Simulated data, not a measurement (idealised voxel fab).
Process module name: voxel lift off
Section shown: cut. Width: 285 nm. Cell size: 5 nm, square.
Cross-section = grid of square cells, listed top down in bands; band = one or more rows. Quick guide to a band line: top height, bottom height (nm) up front; then every material left to right with its width in nm. Only one material and it's marked "throughout"? Then it fills the band edge to edge. And "empty" just means empty space. We count height from 0. Below that, the starting wafer is all one material. The lowest band never ends at the bottom but goes on down; see "0 and below" for how that is written. Top row gets the first number, bottom row gets the second, and each row in between changes by the same step: that is how a band width like "30 to 40" works. Key: "stayed the same" - step with no changed cell in the cross-section. "Closed void register" contains a list of empty spaces, each no smaller than 8 cells and without an open way to the top, written in the form width x height at distance with the distance from the left edge and all three in nm. Text after the settings on a step's line: the simulator's own remark on that step. When a step includes a mask, the "overlay nm" setting on its line states how far to the right of its planned place that mask lay, and negative values state how far to the left.

### The process steps that were planned are listed below
| 1 | RECEIVE,material Si |
| 2 | CONFORMAL_DEP,material Al2O3,thk nm 5 |
| 3 | PATTERN,tone open,mask id LINES,material resist,width nm 15,pitch nm 50,thk nm 20,overlay nm 0 |
| 4 | DIRECTIONAL_DEP,material Ru,thk nm 10 |
| 5 | STRIP,etch materials resist |
| 6 | CONFORMAL_DEP,material SiN,thk nm 5 |
varied across the wafers: width nm of step 3. The plan shows the first wafer's value. All wafers start alike

### Cross-section of the first incoming wafer of several, state after step 1
  0 and below: Si throughout
  Closed void register: none

### The first of several wafers, seen in cross-section after the module's last step, step 6
  20 down to 15: 55 empty | 25 SiN | 25 empty | 25 SiN | 25 empty | 25 SiN | 25 empty | 25 SiN | 55 empty
  15 down to 10: 55 empty | 5 SiN | 15 Ru | 5 SiN | 25 empty | 5 SiN | 15 Ru | 5 SiN | 25 empty | 5 SiN | 15 Ru | 5 SiN | 25 empty | 5 SiN | 15 Ru | 5 SiN | 55 empty
  10 down to 5: 60 SiN | 15 Ru | 35 SiN | 15 Ru | 35 SiN | 15 Ru | 35 SiN | 15 Ru | 60 SiN
  5 down to 0: Al2O3 throughout
  0 and below: Si throughout
  Closed void register: none

### The module's end: a cross-section of the last wafer
  20 down to 15: 45 empty | 45 SiN | 5 empty | 45 SiN | 5 empty | 45 SiN | 5 empty | 45 SiN | 45 empty
  15 down to 10: 45 empty | 5 SiN | 35 Ru | 5 SiN | 5 empty | 5 SiN | 35 Ru | 5 SiN | 5 empty | 5 SiN | 35 Ru | 5 SiN | 5 empty | 5 SiN | 35 Ru | 5 SiN | 45 empty
  10 down to 5: 50 SiN | 35 Ru | 15 SiN | 35 Ru | 15 SiN | 35 Ru | 15 SiN | 35 Ru | 50 SiN
  5 down to 0: Al2O3 throughout
  0 and below: Si throughout
  Closed void register: none

### Rows = wafers. At module end, each row lists per material the cells gained (+) or lost (-) since the wafer was received, then the closed voids
width nm 15, +57 Al2O3, +24 Ru, +73 SiN, Closed void register: none
width nm 20, +57 Al2O3, +32 Ru, +73 SiN, Closed void register: none
width nm 25, +57 Al2O3, +40 Ru, +73 SiN, Closed void register: none
width nm 30, +57 Al2O3, +48 Ru, +73 SiN, Closed void register: none
width nm 35, +57 Al2O3, +56 Ru, +73 SiN, Closed void register: none
